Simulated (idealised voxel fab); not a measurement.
The process module that follows is named voxel capacitor over wiring.
The cross-section shown here is cut; it is 220 nm wide and divided into square cells measuring 5 nm on a side.
A cross-section is a grid of square cells, given in bands from the top down. A band is one or more rows of cells.
Per band: top height and bottom height in nm, followed by the left-to-right materials and their widths in nm; "throughout" marks a single material spanning edge to edge, "air" marks empty space.
Heights from 0 (as-received wafer is one material below). Bottom band endless downward, as "from 0 down".
With a width like "30 to 40", each row of cells in the band differs from the next by the same amount, the top row carrying the first number and the bottom row the second.
Reading "left unchanged" for a step: not a cell of the cross-section changed in it.
If an empty space has no open way to the top and is at least 8 cells in size, "Sealed-off cavities" lists it, written width x height at distance, where distance is measured from the left edge and every value is in nm.
What comes after the settings on a step's line is commentary from the simulator itself on that step.
overlay nm: where the mask lay relative to plan, measured to the right, on steps with a mask; negatives go left.

THE STEPS PLANNED FOR THE PROCESS ARE AS FOLLOWS
1. RECEIVE with material Si
2. CONFORMAL_DEP with material SiO2, thk nm 15
3. CONFORMAL_DEP with material SiN, thk nm 5
4. DIRECTIONAL_DEP with material SiO2, thk nm 25
5. MASKED_ETCH with tone open, mask id METAL_1, width nm 20, pitch nm 80, etch materials SiO2, depth nm 25, overlay nm 0
6. MASKED_ETCH with tone open, mask id METAL_1, width nm 20, pitch nm 80, etch materials SiN, depth nm 5, overlay nm 0
7. CONFORMAL_DEP with material TiN, thk nm 5
8. FILL_DEP with material Ru, thk nm 10
9. CMP with height nm 45
10. EPI with material Ru, thk nm 5
11. FILL_DEP with material SiCN, thk nm 5
12. DIRECTIONAL_DEP with material lowk, thk nm 10
13. MASKED_ETCH with tone open, mask id PLUG_1, width nm 15, etch materials lowk, depth nm 10, overlay nm 0
14. MASKED_ETCH with tone open, mask id PLUG_1, width nm 15, etch materials SiCN, depth nm 5, overlay nm 0
15. EPI with material Ru, thk nm 10
16. EPI with material Ru, thk nm 5
17. DIRECTIONAL_DEP with material TiN, thk nm 10
18. DIRECTIONAL_DEP with material Al2O3, thk nm 5
19. DIRECTIONAL_DEP with material TiN, thk nm 10
20. PATTERN with tone cover, mask id UPPER_PLATE, material resist, width nm 65, thk nm 20, overlay nm 0
21. DIRECTIONAL_ETCH with etch materials TiN, depth nm 10
22. DIRECTIONAL_ETCH with etch materials Al2O3, depth nm 5
23. STRIP with etch materials resist
24. DIRECTIONAL_DEP with material aC, thk nm 15
25. PATTERN with tone cover, mask id LOWER_PLATE, material resist, width nm 75, thk nm 30, overlay nm 0
26. DIRECTIONAL_ETCH with etch materials aC, depth nm 15
27. STRIP with etch materials resist
28. DIRECTIONAL_ETCH with etch materials TiN, depth nm 10
29. STRIP with etch materials aC
30. FILL_DEP with material SiO2, thk nm 15
31. CMP with height nm 100
32. DIRECTIONAL_DEP with material aC, thk nm 15
33. PATTERN with tone open, mask id PLUG_2, material resist, width nm 15, thk nm 35, overlay nm 0
34. DIRECTIONAL_ETCH with etch materials aC, depth nm 15
35. STRIP with etch materials resist
36. DIRECTIONAL_ETCH with etch materials SiO2, depth nm 10
37. STRIP with etch materials aC
38. CONFORMAL_DEP with material TiN, thk nm 5
39. FILL_DEP with material Ru, thk nm 5
40. CMP with height nm 100
41. CONFORMAL_DEP with material SiN, thk nm 5

SHOWN IN CROSS-SECTION IS THE WAFER AS RECEIVED, THAT IS, AS IT STANDS AFTER STEP 1
* from 0 down | Si throughout
* Sealed-off cavities: none

RUN AS PLANNED - FIRST OF THE TWO WAFERS CROSS-SECTIONED AT THE END OF THE MODULE
* from 105 to 100 | SiN throughout
* from 100 to 95 | SiO2: 75 / TiN: 5 / Ru: 5 / TiN: 5 / SiO2: 130
* from 95 to 90 | SiO2: 75 / TiN: 15 / SiO2: 130
* from 90 to 80 | SiO2: 65 / TiN: 65 / SiO2: 90
* from 80 to 75 | SiO2: 65 / Al2O3: 65 / SiO2: 90
* from 75 to 65 | SiO2: 60 / TiN: 75 / SiO2: 85
* from 65 to 55 | lowk: 65 / Ru: 15 / lowk: 140
* from 55 to 50 | SiCN: 65 / Ru: 15 / SiCN: 140
* from 50 to 45 | SiCN: 55 / Ru: 30 / SiCN: 50 / Ru: 30 / SiCN: 55
* from 45 to 20 | SiO2: 60 / TiN: 5 / Ru: 10 / TiN: 5 / SiO2: 60 / TiN: 5 / Ru: 10 / TiN: 5 / SiO2: 60
* from 20 to 15 | SiN: 60 / TiN: 20 / SiN: 60 / TiN: 20 / SiN: 60
* from 15 to 0 | SiO2 throughout
* from 0 down | Si throughout
* Sealed-off cavities: none

SO THIS IS WAFER NUMBER TWO OF THE TWO, CUT AT THE END OF THE MODULE - IT STARTED WHERE THE FIRST DID AND HAD THE SAME PLAN, WE JUST GOT ONE THING WRONG RUNNING IT
* from 105 to 100 | SiN throughout
* from 100 to 95 | SiO2: 75 / TiN: 5 / Ru: 5 / TiN: 5 / SiO2: 130
* from 95 to 90 | SiO2: 75 / TiN: 15 / SiO2: 130
* from 90 to 80 | SiO2: 70 / TiN: 60 / SiO2: 90
* from 80 to 75 | SiO2: 70 / Al2O3: 60 / SiO2: 90
* from 75 to 65 | SiO2: 60 / TiN: 75 / SiO2: 85
* from 65 to 55 | lowk: 65 / Ru: 15 / lowk: 140
* from 55 to 50 | SiCN: 65 / Ru: 15 / SiCN: 140
* from 50 to 45 | SiCN: 55 / Ru: 30 / SiCN: 50 / Ru: 30 / SiCN: 55
* from 45 to 20 | SiO2: 60 / TiN: 5 / Ru: 10 / TiN: 5 / SiO2: 60 / TiN: 5 / Ru: 10 / TiN: 5 / SiO2: 60
* from 20 to 15 | SiN: 60 / TiN: 20 / SiN: 60 / TiN: 20 / SiN: 60
* from 15 to 0 | SiO2 throughout
* from 0 down | Si throughout
* Sealed-off cavities: none
Run error: rather than as planned, step 20 actually ran as PATTERN with tone cover, mask id UPPER_PLATE, material resist, width nm 60, thk nm 20, overlay nm 0
The final cell counts differ between the wafers, with the second having more or fewer of some materials than the first: Al2O3: 1 fewer; SiO2: 3 more; TiN: 2 fewer
